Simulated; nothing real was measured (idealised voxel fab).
process module | voxel trench capacitor
Square cells of 5 nm make up the cross-section cut, whose width is 265 nm.
In this document a cross-section is written as a grid of square cells. It is given as a series of bands, listed from the top down, and a band is one or more rows of cells. Heads up on the band format: heights come first, top then bottom, in nm. After that it's the materials left to right, each with its width in nm. A single material flagged "edge to edge" fills the whole band edge to edge, and "air" means there's empty space there. Convention: height 0 is the level below which the wafer, as received, is all one material. The lowest band does not terminate at the bottom but continues downward, represented as "0 down". The two numbers in a width such as "30..40" mark its ends across the band: the first belongs to the top row of cells, the second to the bottom row, and from each row to the next the width moves by the same amount. It should be understood that the words "nothing was modified", when stated for a given step, signify that the cross-section underwent no change in any of its cells during that step. "Voids, sealed" enumerates empty spaces isolated from the top, with no open way to it, that contain at least 8 cells, giving each as width x height at distance from the left edge, all three in nm. Note: text after step settings on the step line = simulator remark on that step. overlay nm: mask offset rightward from planned place, masked step; negative means leftward offset.

THE PLANNED PROCESS STEPS ARE ENUMERATED HEREUNDER
1 RECEIVE | material Si
2 CONFORMAL_DEP | material SiN | thk nm 5
3 DIRECTIONAL_DEP | material aC | thk nm 10
4 PATTERN | tone open | mask id TRENCH | material resist | width nm 30 | pitch nm 60 | thk nm 30 | overlay nm 0
5 DIRECTIONAL_ETCH | etch materials aC | depth nm 10
6 STRIP | etch materials resist
7 DIRECTIONAL_ETCH | etch materials SiN | depth nm 5
8 DIRECTIONAL_ETCH | etch materials Si | depth nm 40
9 STRIP | etch materials aC
10 CONFORMAL_DEP | material HfO2 | thk nm 5
11 CONFORMAL_DEP | material TiN | thk nm 5
12 FILL_DEP | material W | thk nm 5
13 CMP | height nm 5

CROSS-SECTION, INCOMING MATERIAL, AFTER STEP 1
    0 down | Si edge to edge
    Voids, sealed: none

AS-PLANNED RUN: CROSS-SECTION OF THE FIRST OF TWO WAFERS AT END OF MODULE
    5 to 0 | 85 SiN  5 HfO2  5 TiN  10 W  5 TiN  5 HfO2  30 SiN  5 HfO2  5 TiN  10 W  5 TiN  5 HfO2  90 SiN
    0 to -30 | 85 Si  5 HfO2  5 TiN  10 W  5 TiN  5 HfO2  30 Si  5 HfO2  5 TiN  10 W  5 TiN  5 HfO2  90 Si
    -30 to -35 | 85 Si  5 HfO2  20 TiN  5 HfO2  30 Si  5 HfO2  20 TiN  5 HfO2  90 Si
    -35 to -40 | 85 Si  30 HfO2  30 Si  30 HfO2  90 Si
    -40 down | Si edge to edge
    Voids, sealed: none

WAFER TWO (OF TWO), END-OF-MODULE CROSS-SECTION: START = WAFER ONE, PLAN = WAFER ONE, ONE RUN MISTAKE
    5 to 0 | 85 SiN  10 HfO2  10 W  10 HfO2  30 SiN  10 HfO2  10 W  10 HfO2  90 SiN
    0 to -30 | 85 Si  10 HfO2  10 W  10 HfO2  30 Si  10 HfO2  10 W  10 HfO2  90 Si
    -30 to -40 | 85 Si  30 HfO2  30 Si  30 HfO2  90 Si
    -40 down | Si edge to edge
    Voids, sealed: none
what went wrong: step 11: run off-plan, actual operation and settings CONFORMAL_DEP | material HfO2 | thk nm 5
It is noted that, at the conclusion of processing, the second wafer exhibits a higher or lower cell count for certain materials relative to the first: 36 more of HfO2, 36 fewer of TiN
